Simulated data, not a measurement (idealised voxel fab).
Process module, titled voxel trench capacitor
The width of the displayed cross-section, cut, is 255 nm; its cells are square, with a size of 5 nm.
In what follows, cross-sections appear as grids of square cells, described through bands that run from the top down, where every band is one or more rows of cells. The band entry comprises the height of the band's top followed by the height of its bottom, expressed in nm, and subsequently the band's materials from left to right, each stated together with its width in nm. Where a single material is marked with the word "edge to edge", that material fills the band from edge to edge. The word "blank" represents empty space. Beneath 0, the wafer as received is one material, and that level is where height counting begins. The lowest band goes on downward without a bottom; it is written like "0 -> down". Width spec "30 to 40" -> top row of cells at first value, bottom row at second value, equal per-row change in between. You'll sometimes find "no change" written for a step, and that's the way of saying that nowhere in the cross-section did a cell change during that step. "Trapped voids": empty spaces of 8 cells or more with no open way to the top, each given as width x height at distance, distance from the left edge, all in nm. Past the settings on a step's line: simulator remark, on that step. When a step includes a mask, the "overlay nm" setting on its line states how far to the right of its planned place that mask lay, and negative values state how far to the left.

Intended process steps:
- 1: RECEIVE [material Si]
- 2: CONFORMAL_DEP [material SiN] [thk nm 5]
- 3: PATTERN [tone open] [mask id TRENCH] [material resist] [width nm 25] [pitch nm 40] [thk nm 20] [overlay nm 0]
- 4: DIRECTIONAL_ETCH [etch materials SiN] [depth nm 5]
- 5: DIRECTIONAL_ETCH [etch materials Si] [depth nm 30]
- 6: STRIP [etch materials resist]
- 7: CONFORMAL_DEP [material HfO2] [thk nm 5]
- 8: CONFORMAL_DEP [material TiN] [thk nm 5]
- 9: FILL_DEP [material W] [thk nm 5]
- 10: CMP [height nm 5]

As received (post step 1): cross-section:
  0 -> down  Si edge to edge
  Trapped voids: none

Cross-sectional image of the first of two wafers at the end of the module, the run having proceeded as planned:
  5 -> 0  95 SiN | 5 HfO2 | 5 TiN | 5 W | 5 TiN | 5 HfO2 | 15 SiN | 5 HfO2 | 5 TiN | 5 W | 5 TiN | 5 HfO2 | 95 SiN
  0 -> -20  95 Si | 5 HfO2 | 5 TiN | 5 W | 5 TiN | 5 HfO2 | 15 Si | 5 HfO2 | 5 TiN | 5 W | 5 TiN | 5 HfO2 | 95 Si
  -20 -> -25  95 Si | 5 HfO2 | 15 TiN | 5 HfO2 | 15 Si | 5 HfO2 | 15 TiN | 5 HfO2 | 95 Si
  -25 -> -30  95 Si | 25 HfO2 | 15 Si | 25 HfO2 | 95 Si
  -30 -> down  Si edge to edge
  Trapped voids: none

Module end: cross-section of wafer two of two. Same start and process plan as the first wafer. One mistake during execution:
  5 -> 0  95 SiN | 5 HfO2 | 5 TiN | 5 W | 5 TiN | 5 HfO2 | 15 SiN | 5 HfO2 | 5 TiN | 5 W | 5 TiN | 5 HfO2 | 95 SiN
  0 -> -25  95 Si | 5 HfO2 | 5 TiN | 5 W | 5 TiN | 5 HfO2 | 15 Si | 5 HfO2 | 5 TiN | 5 W | 5 TiN | 5 HfO2 | 95 Si
  -25 -> -30  95 Si | 5 HfO2 | 15 TiN | 5 HfO2 | 15 Si | 5 HfO2 | 15 TiN | 5 HfO2 | 95 Si
  -30 -> -35  95 Si | 25 HfO2 | 15 Si | 25 HfO2 | 95 Si
  -35 -> down  Si edge to edge
  Trapped voids: none
The mistake made against the process plan was this: step 5 off recipe, ran as DIRECTIONAL_ETCH [etch materials Si] [depth nm 35]
Bottom line after processing is that, in cells, the second wafer is up or down on some materials versus the first: HfO2: 4 more, Si: 10 fewer, TiN: 4 more, W: 2 more
